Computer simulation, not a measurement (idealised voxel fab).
Name of the process module below: voxel self aligned contacts
Square cell edge 5 nm, section width 255 nm, ID cut.
Think of the cross-section as a grid of square cells. We describe it in bands, top to bottom, and each band covers one or more rows of those cells.
Heads up on the band format: heights come first, top then bottom, in nm. After that it's the materials left to right, each with its width in nm. A single material flagged "everywhere" fills the whole band edge to edge, and "blank" means there's empty space there.
Counting heights begins at 0, where everything beneath is, in the wafer as received, one material. The lowest band has no bottom; it goes on downwards, as "from 0 down" shows.
Top row gets the first number, bottom row gets the second, and each row in between changes by the same step: that is how a band width like "30 to 40" works.
Any step labelled "everything unchanged" changed none of the cells in the cross-section.
Heads up: "Internal closed voids" only lists the empty pockets with no open path to the top that are 8 cells or more, and it writes them as width x height at distance, distance from the left edge, in nm.
after a step's settings: what the simulator itself notes on the step
Each step line may optionally specify "overlay nm", which for a step with a mask gives the rightward distance between the mask's planned place and where it lay, a negative value indicating the leftward direction.

## These are the steps we planned for the process
1,RECEIVE with material Si
2,OXIDIZE with depth nm 5
3,DIRECTIONAL_DEP with material polySi, thk nm 20
4,DIRECTIONAL_DEP with material SiN, thk nm 20
5,DIRECTIONAL_DEP with material aC, thk nm 10
6,PATTERN with tone cover, mask id GATE, material resist, width nm 35, pitch nm 60, thk nm 30, overlay nm 0
7,DIRECTIONAL_ETCH with etch materials aC, depth nm 10
8,STRIP with etch materials resist
9,DIRECTIONAL_ETCH with etch materials SiN, depth nm 20
10,DIRECTIONAL_ETCH with etch materials polySi, depth nm 20
11,STRIP with etch materials aC
12,CONFORMAL_DEP with material SiN, thk nm 5
13,DIRECTIONAL_ETCH with etch materials SiN, depth nm 5
14,FILL_DEP with material SiO2, thk nm 15
15,CMP with height nm 45
16,DIRECTIONAL_DEP with material aC, thk nm 10
17,PATTERN with tone open, mask id CONTACT, material resist, width nm 35, pitch nm 60, thk nm 25, overlay nm 0
18,DIRECTIONAL_ETCH with etch materials aC, depth nm 10
19,STRIP with etch materials resist
20,DIRECTIONAL_ETCH with etch materials SiO2, depth nm 50
21,STRIP with etch materials aC
22,CONFORMAL_DEP with material TiN, thk nm 5
23,FILL_DEP with material W, thk nm 10
24,CMP with height nm 45
25,CONFORMAL_DEP with material SiCN, thk nm 5

## First out of two wafers; run went to plan

## Wafer at receipt (post step 1), cross-section
    from 0 down  Si everywhere
    Internal closed voids: none

## Cross-section: wafer state after step 2
    from 0 to -5  SiO2 everywhere
    Below -5 it's all the same as before, nothing changed down there.

## Cross-section: wafer state after step 3
    from 20 to 0  polySi everywhere
    Below 0 it's all the same as before, nothing changed down there.

## Cross-section: wafer state after step 4
    from 40 to 20  SiN everywhere
    Below 20 it's all the same as before, nothing changed down there.

## Cross-section: wafer state after step 5
    from 50 to 40  aC everywhere
    Below 40 it's all the same as before, nothing changed down there.

## Cross-section: wafer state after step 6
    from 80 to 50  50 blank  35 resist  25 blank  35 resist  25 blank  35 resist  50 blank
    Below 50 it's all the same as before, nothing changed down there.

## Cross-section: wafer state after step 7
    from 70 to 50  50 blank  35 resist  25 blank  35 resist  25 blank  35 resist  50 blank
    from 50 to 40  50 blank  35 aC  25 blank  35 aC  25 blank  35 aC  50 blank
    Below 40 it's all the same as before, nothing changed down there.

## Cross-section: wafer state after step 8
    from 50 to 40  50 blank  35 aC  25 blank  35 aC  25 blank  35 aC  50 blank
    Below 40 it's all the same as before, nothing changed down there.

## Cross-section: wafer state after step 9
    from 50 to 40  50 blank  35 aC  25 blank  35 aC  25 blank  35 aC  50 blank
    from 40 to 20  50 blank  35 SiN  25 blank  35 SiN  25 blank  35 SiN  50 blank
    Below 20 it's all the same as before, nothing changed down there.

## Cross-section: wafer state after step 10
    from 50 to 40  50 blank  35 aC  25 blank  35 aC  25 blank  35 aC  50 blank
    from 40 to 20  50 blank  35 SiN  25 blank  35 SiN  25 blank  35 SiN  50 blank
    from 20 to 0  50 blank  35 polySi  25 blank  35 polySi  25 blank  35 polySi  50 blank
    Below 0 it's all the same as before, nothing changed down there.

## Cross-section: wafer state after step 11
    from 40 to 20  50 blank  35 SiN  25 blank  35 SiN  25 blank  35 SiN  50 blank
    Below 20 it's all the same as before, nothing changed down there.

## Cross-section: wafer state after step 12
    from 45 to 20  45 blank  45 SiN  15 blank  45 SiN  15 blank  45 SiN  45 blank
    from 20 to 5  45 blank  5 SiN  35 polySi  5 SiN  15 blank  5 SiN  35 polySi  5 SiN  15 blank  5 SiN  35 polySi  5 SiN  45 blank
    from 5 to 0  50 SiN  35 polySi  25 SiN  35 polySi  25 SiN  35 polySi  50 SiN
    Below 0 it's all the same as before, nothing changed down there.

## Cross-section: wafer state after step 13
    from 40 to 20  45 blank  45 SiN  15 blank  45 SiN  15 blank  45 SiN  45 blank
    from 20 to 0  45 blank  5 SiN  35 polySi  5 SiN  15 blank  5 SiN  35 polySi  5 SiN  15 blank  5 SiN  35 polySi  5 SiN  45 blank
    Below 0 it's all the same as before, nothing changed down there.

## Cross-section: wafer state after step 14
    from 55 to 40  SiO2 everywhere
    from 40 to 20  45 SiO2  45 SiN  15 SiO2  45 SiN  15 SiO2  45 SiN  45 SiO2
    from 20 to 0  45 SiO2  5 SiN  35 polySi  5 SiN  15 SiO2  5 SiN  35 polySi  5 SiN  15 SiO2  5 SiN  35 polySi  5 SiN  45 SiO2
    Below 0 it's all the same as before, nothing changed down there.

## Cross-section: wafer state after step 15
    from 45 to 40  SiO2 everywhere
    Below 40 it's all the same as before, nothing changed down there.

## Cross-section: wafer state after step 16
    from 55 to 45  aC everywhere
    Below 45 it's all the same as before, nothing changed down there.

## Cross-section: wafer state after step 17
    from 80 to 55  80 resist  35 blank  25 resist  35 blank  80 resist
    Below 55 it's all the same as before, nothing changed down there.

## Cross-section: wafer state after step 18
    from 70 to 55  80 resist  35 blank  25 resist  35 blank  80 resist
    from 55 to 45  80 aC  35 blank  25 aC  35 blank  80 aC
    Below 45 it's all the same as before, nothing changed down there.

## Cross-section: wafer state after step 19
    from 55 to 45  80 aC  35 blank  25 aC  35 blank  80 aC
    Below 45 it's all the same as before, nothing changed down there.

## Cross-section: wafer state after step 20
    from 55 to 45  80 aC  35 blank  25 aC  35 blank  80 aC
    from 45 to 40  80 SiO2  35 blank  25 SiO2  35 blank  80 SiO2
    from 40 to 20  45 SiO2  45 SiN  15 blank  45 SiN  15 blank  45 SiN  45 SiO2
    from 20 to 0  45 SiO2  5 SiN  35 polySi  5 SiN  15 blank  5 SiN  35 polySi  5 SiN  15 blank  5 SiN  35 polySi  5 SiN  45 SiO2
    from 0 to -5  90 SiO2  15 blank  45 SiO2  15 blank  90 SiO2
    Below -5 it's all the same as before, nothing changed down there.

## Cross-section: wafer state after step 21
    from 45 to 40  80 SiO2  35 blank  25 SiO2  35 blank  80 SiO2
    Below 40 it's all the same as before, nothing changed down there.

## Cross-section: wafer state after step 22
    from 50 to 45  85 TiN  25 blank  35 TiN  25 blank  85 TiN
    from 45 to 40  80 SiO2  15 TiN  5 blank  15 TiN  25 SiO2  15 TiN  5 blank  15 TiN  80 SiO2
    from 40 to 20  45 SiO2  45 SiN  5 TiN  5 blank  5 TiN  45 SiN  5 TiN  5 blank  5 TiN  45 SiN  45 SiO2
    from 20 to 0  45 SiO2  5 SiN  35 polySi  5 SiN  5 TiN  5 blank  5 TiN  5 SiN  35 polySi  5 SiN  5 TiN  5 blank  5 TiN  5 SiN  35 polySi  5 SiN  45 SiO2
    from 0 to -5  90 SiO2  15 TiN  45 SiO2  15 TiN  90 SiO2
    Below -5 it's all the same as before, nothing changed down there.

## Cross-section: wafer state after step 23
    from 60 to 50  W everywhere
    from 50 to 45  85 TiN  25 W  35 TiN  25 W  85 TiN
    from 45 to 40  80 SiO2  15 TiN  5 W  15 TiN  25 SiO2  15 TiN  5 W  15 TiN  80 SiO2
    from 40 to 20  45 SiO2  45 SiN  5 TiN  5 W  5 TiN  45 SiN  5 TiN  5 W  5 TiN  45 SiN  45 SiO2
    from 20 to 0  45 SiO2  5 SiN  35 polySi  5 SiN  5 TiN  5 W  5 TiN  5 SiN  35 polySi  5 SiN  5 TiN  5 W  5 TiN  5 SiN  35 polySi  5 SiN  45 SiO2
    Below 0 it's all the same as before, nothing changed down there.

## Cross-section: wafer state after step 24
    from 45 to 40  80 SiO2  15 TiN  5 W  15 TiN  25 SiO2  15 TiN  5 W  15 TiN  80 SiO2
    Below 40 it's all the same as before, nothing changed down there.

## Cross-section: wafer state after step 25
    from 50 to 45  SiCN everywhere
    Below 45 it's all the same as before, nothing changed down there.

## Here the second wafer is described. Its start and its plan were those of the first wafer. Its run contained one mistake. Up to and including step 5, it did exactly what the first wafer did

## when step 6 should have ended
    from 80 to 50  45 blank  35 resist  25 blank  35 resist  25 blank  35 resist  55 blank
    Below 50 it's all the same as before, nothing changed down there.

## when step 7 should have ended
    from 70 to 50  45 blank  35 resist  25 blank  35 resist  25 blank  35 resist  55 blank
    from 50 to 40  45 blank  35 aC  25 blank  35 aC  25 blank  35 aC  55 blank
    Below 40 it's all the same as before, nothing changed down there.

## when step 8 should have ended
    from 50 to 40  45 blank  35 aC  25 blank  35 aC  25 blank  35 aC  55 blank
    Below 40 it's all the same as before, nothing changed down there.

## when step 9 should have ended
    from 50 to 40  45 blank  35 aC  25 blank  35 aC  25 blank  35 aC  55 blank
    from 40 to 20  45 blank  35 SiN  25 blank  35 SiN  25 blank  35 SiN  55 blank
    Below 20 it's all the same as before, nothing changed down there.

## when step 10 should have ended
    from 50 to 40  45 blank  35 aC  25 blank  35 aC  25 blank  35 aC  55 blank
    from 40 to 20  45 blank  35 SiN  25 blank  35 SiN  25 blank  35 SiN  55 blank
    from 20 to 0  45 blank  35 polySi  25 blank  35 polySi  25 blank  35 polySi  55 blank
    Below 0 it's all the same as before, nothing changed down there.

## when step 11 should have ended
    from 40 to 20  45 blank  35 SiN  25 blank  35 SiN  25 blank  35 SiN  55 blank
    Below 20 it's all the same as before, nothing changed down there.

## when step 12 should have ended
    from 45 to 20  40 blank  45 SiN  15 blank  45 SiN  15 blank  45 SiN  50 blank
    from 20 to 5  40 blank  5 SiN  35 polySi  5 SiN  15 blank  5 SiN  35 polySi  5 SiN  15 blank  5 SiN  35 polySi  5 SiN  50 blank
    from 5 to 0  45 SiN  35 polySi  25 SiN  35 polySi  25 SiN  35 polySi  55 SiN
    Below 0 it's all the same as before, nothing changed down there.

## when step 13 should have ended
    from 40 to 20  40 blank  45 SiN  15 blank  45 SiN  15 blank  45 SiN  50 blank
    from 20 to 0  40 blank  5 SiN  35 polySi  5 SiN  15 blank  5 SiN  35 polySi  5 SiN  15 blank  5 SiN  35 polySi  5 SiN  50 blank
    Below 0 it's all the same as before, nothing changed down there.

## when step 14 should have ended
    from 55 to 40  SiO2 everywhere
    from 40 to 20  40 SiO2  45 SiN  15 SiO2  45 SiN  15 SiO2  45 SiN  50 SiO2
    from 20 to 0  40 SiO2  5 SiN  35 polySi  5 SiN  15 SiO2  5 SiN  35 polySi  5 SiN  15 SiO2  5 SiN  35 polySi  5 SiN  50 SiO2
    Below 0 it's all the same as before, nothing changed down there.

## when step 15 should have ended
    from 45 to 40  SiO2 everywhere
    Below 40 it's all the same as before, nothing changed down there.

## when step 16 should have ended
    from 55 to 45  aC everywhere
    Below 45 it's all the same as before, nothing changed down there.

## when step 17 should have ended
    from 80 to 55  80 resist  35 blank  25 resist  35 blank  80 resist
    Below 55 it's all the same as before, nothing changed down there.

## when step 18 should have ended
    from 70 to 55  80 resist  35 blank  25 resist  35 blank  80 resist
    from 55 to 45  80 aC  35 blank  25 aC  35 blank  80 aC
    Below 45 it's all the same as before, nothing changed down there.

## when step 19 should have ended
    from 55 to 45  80 aC  35 blank  25 aC  35 blank  80 aC
    Below 45 it's all the same as before, nothing changed down there.

## when step 20 should have ended
    from 55 to 45  80 aC  35 blank  25 aC  35 blank  80 aC
    from 45 to 40  80 SiO2  35 blank  25 SiO2  35 blank  80 SiO2
    from 40 to 20  40 SiO2  45 SiN  15 blank  45 SiN  15 blank  45 SiN  50 SiO2
    from 20 to 0  40 SiO2  5 SiN  35 polySi  5 SiN  15 blank  5 SiN  35 polySi  5 SiN  15 blank  5 SiN  35 polySi  5 SiN  50 SiO2
    from 0 to -5  85 SiO2  15 blank  45 SiO2  15 blank  95 SiO2
    Below -5 it's all the same as before, nothing changed down there.

## when step 21 should have ended
    from 45 to 40  80 SiO2  35 blank  25 SiO2  35 blank  80 SiO2
    Below 40 it's all the same as before, nothing changed down there.

## when step 22 should have ended
    from 50 to 45  85 TiN  25 blank  35 TiN  25 blank  85 TiN
    from 45 to 40  80 SiO2  10 TiN  5 blank  20 TiN  25 SiO2  10 TiN  5 blank  20 TiN  80 SiO2
    from 40 to 20  40 SiO2  45 SiN  5 TiN  5 blank  5 TiN  45 SiN  5 TiN  5 blank  5 TiN  45 SiN  50 SiO2
    from 20 to 0  40 SiO2  5 SiN  35 polySi  5 SiN  5 TiN  5 blank  5 TiN  5 SiN  35 polySi  5 SiN  5 TiN  5 blank  5 TiN  5 SiN  35 polySi  5 SiN  50 SiO2
    from 0 to -5  85 SiO2  15 TiN  45 SiO2  15 TiN  95 SiO2
    Below -5 it's all the same as before, nothing changed down there.

## when step 23 should have ended
    from 60 to 50  W everywhere
    from 50 to 45  85 TiN  25 W  35 TiN  25 W  85 TiN
    from 45 to 40  80 SiO2  10 TiN  5 W  20 TiN  25 SiO2  10 TiN  5 W  20 TiN  80 SiO2
    from 40 to 20  40 SiO2  45 SiN  5 TiN  5 W  5 TiN  45 SiN  5 TiN  5 W  5 TiN  45 SiN  50 SiO2
    from 20 to 0  40 SiO2  5 SiN  35 polySi  5 SiN  5 TiN  5 W  5 TiN  5 SiN  35 polySi  5 SiN  5 TiN  5 W  5 TiN  5 SiN  35 polySi  5 SiN  50 SiO2
    Below 0 it's all the same as before, nothing changed down there.

## when step 24 should have ended
    from 45 to 40  80 SiO2  10 TiN  5 W  20 TiN  25 SiO2  10 TiN  5 W  20 TiN  80 SiO2
    Below 40 it's all the same as before, nothing changed down there.

## when step 25 should have ended
    from 50 to 45  SiCN everywhere
    Below 45 it's all the same as before, nothing changed down there.
Diagnosis: step 6 was not run as planned; what actually ran was PATTERN with tone cover, mask id GATE, material resist, width nm 35, pitch nm 60, thk nm 30, overlay nm -5
Same inventory, different map: at the end, the second wafer holds as many cells of each material as the first, placed elsewhere.
